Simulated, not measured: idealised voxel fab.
The name of this process module is voxel transistor to metal.
Xsec cut, 210 nm wide, square cell size 5 nm.
Cross-section layout: square cells on a grid; listed as bands, top to bottom; a band spans one or more cell rows.
Quick guide to a band line: top height, bottom height (nm) up front; then every material left to right with its width in nm. Only one material and it's marked "full width"? Then it fills the band edge to edge. And "empty" just means empty space.
Beneath 0, the wafer as received is one material, and that level is where height counting begins. The lowest band goes on downward without a bottom; it is written like "0 down".
The two numbers in a width such as "30 to 40" mark its ends across the band: the first belongs to the top row of cells, the second to the bottom row, and from each row to the next the width moves by the same amount.
"stayed the same" -> step changed no cross-section cell.
The entry titled "Closed void register" provides the empty spaces that have no open way to the top, restricted to those of 8 cells or more. Each is presented as width x height at distance, the distance being measured from the left edge, with all three in nm.
What comes after the settings on a step's line is commentary from the simulator itself on that step.
The setting "overlay nm" may be written on the line of a step. When the step uses a mask, the value reports how far to the right of the planned place the mask lay, and a negative value reports that it lay to the left.
**Process steps foreseen in the plan**
step 1: RECEIVE with material Si
step 2: CONFORMAL_DEP with material SiO2, thk nm 5
step 3: CONFORMAL_DEP with material SiN, thk nm 10
step 4: DIRECTIONAL_DEP with material aC, thk nm 10
step 5: PATTERN with tone cover, mask id ACTIVE, material resist, width nm 135, thk nm 30, overlay nm 0
step 6: DIRECTIONAL_ETCH with etch materials aC, depth nm 10
step 7: STRIP with etch materials resist
step 8: DIRECTIONAL_ETCH with etch materials SiN, depth nm 10
step 9: DIRECTIONAL_ETCH with etch materials SiO2, depth nm 5
step 10: DIRECTIONAL_ETCH with etch materials Si, depth nm 25
step 11: STRIP with etch materials aC
step 12: OXIDIZE with depth nm 5
step 13: FILL_DEP with material SiO2, thk nm 15
step 14: CMP with height nm 15
step 15: SELECTIVE_ETCH with etch materials SiO2, depth nm 5
step 16: STRIP with etch materials SiN
step 17: SELECTIVE_ETCH with etch materials SiO2, depth nm 5
step 18: OXIDIZE with depth nm 5
step 19: DIRECTIONAL_DEP with material polySi, thk nm 20
step 20: DIRECTIONAL_DEP with material SiCN, thk nm 15
step 21: DIRECTIONAL_DEP with material aC, thk nm 10
step 22: PATTERN with tone cover, mask id GATE, material resist, width nm 35, thk nm 25, overlay nm 0
step 23: DIRECTIONAL_ETCH with etch materials aC, depth nm 10
step 24: STRIP with etch materials resist
step 25: DIRECTIONAL_ETCH with etch materials SiCN, depth nm 25
step 26: DIRECTIONAL_ETCH with etch materials polySi, depth nm 30
step 27: STRIP with etch materials aC
step 28: CONFORMAL_DEP with material SiO2, thk nm 5
step 29: DIRECTIONAL_ETCH with etch materials SiO2, depth nm 5
step 30: CONFORMAL_DEP with material SiN, thk nm 5
step 31: DIRECTIONAL_ETCH with etch materials SiN, depth nm 5
step 32: DIRECTIONAL_ETCH with etch materials SiO2, depth nm 5
step 33: EPI with material pSi, thk nm 5
step 34: FILL_DEP with material SiO2, thk nm 10
step 35: CMP with height nm 20
step 36: STRIP with etch materials polySi
step 37: SELECTIVE_ETCH with etch materials SiO2, depth nm 5
step 38: CONFORMAL_DEP with material HfO2, thk nm 5
step 39: CONFORMAL_DEP with material TiN, thk nm 5
step 40: FILL_DEP with material W, thk nm 10
step 41: CMP with height nm 15
step 42: DIRECTIONAL_DEP with material SiO2, thk nm 15
step 43: MASKED_ETCH with tone open, mask id CONTACT, width nm 20, pitch nm 95, etch materials SiO2, depth nm 30, overlay nm 0
step 44: CONFORMAL_DEP with material TiN, thk nm 5
step 45: FILL_DEP with material W, thk nm 10
step 46: CMP with height nm 30
step 47: CONFORMAL_DEP with material SiN, thk nm 5
step 48: DIRECTIONAL_DEP with material SiO2, thk nm 15
step 49: PATTERN with tone open, mask id METAL_1, material resist, width nm 20, pitch nm 95, thk nm 20, overlay nm 0
step 50: DIRECTIONAL_ETCH with etch materials SiO2, depth nm 15
step 51: DIRECTIONAL_ETCH with etch materials SiN, depth nm 5
step 52: STRIP with etch materials resist
step 53: CONFORMAL_DEP with material TiN, thk nm 5
step 54: FILL_DEP with material Cu, thk nm 10
step 55: CMP with height nm 50
step 56: EPI with material Ru, thk nm 5
step 57: FILL_DEP with material SiCN, thk nm 5
**Cross-section of the incoming wafer, state after step 1**
* 0 down = Si full width
* Closed void register: none
**End-of-module cross-section. Starting structure and process plan as above; one mistake made in running it**
* 60 to 55 = SiCN full width
* 55 to 50 = SiCN 40; Ru 30; SiCN 65; Ru 30; SiCN 45
* 50 to 35 = SiO2 45; TiN 5; Cu 10; TiN 5; SiO2 75; TiN 5; Cu 10; TiN 5; SiO2 50
* 35 to 30 = SiN 45; TiN 20; SiN 75; TiN 20; SiN 50
* 30 to 15 = SiO2 45; TiN 5; W 10; TiN 5; SiO2 75; TiN 5; W 10; TiN 5; SiO2 50
* 15 to 5 = SiO2 45; TiN 5; W 10; TiN 5; SiO2 15; HfO2 5; TiN 5; W 25; TiN 5; HfO2 5; SiO2 15; TiN 5; W 10; TiN 5; SiO2 50
* 5 to 0 = SiO2 45; TiN 20; SiO2 15; HfO2 5; TiN 35; HfO2 5; SiO2 15; TiN 20; SiO2 50
* 0 to -5 = SiO2 35; pSi 45; HfO2 45; pSi 45; SiO2 40
* -5 to -30 = SiO2 40; Si 125; SiO2 45
* -30 down = Si full width
* Closed void register: none
Processing error: step 30 of the plan never got run, it was skipped over
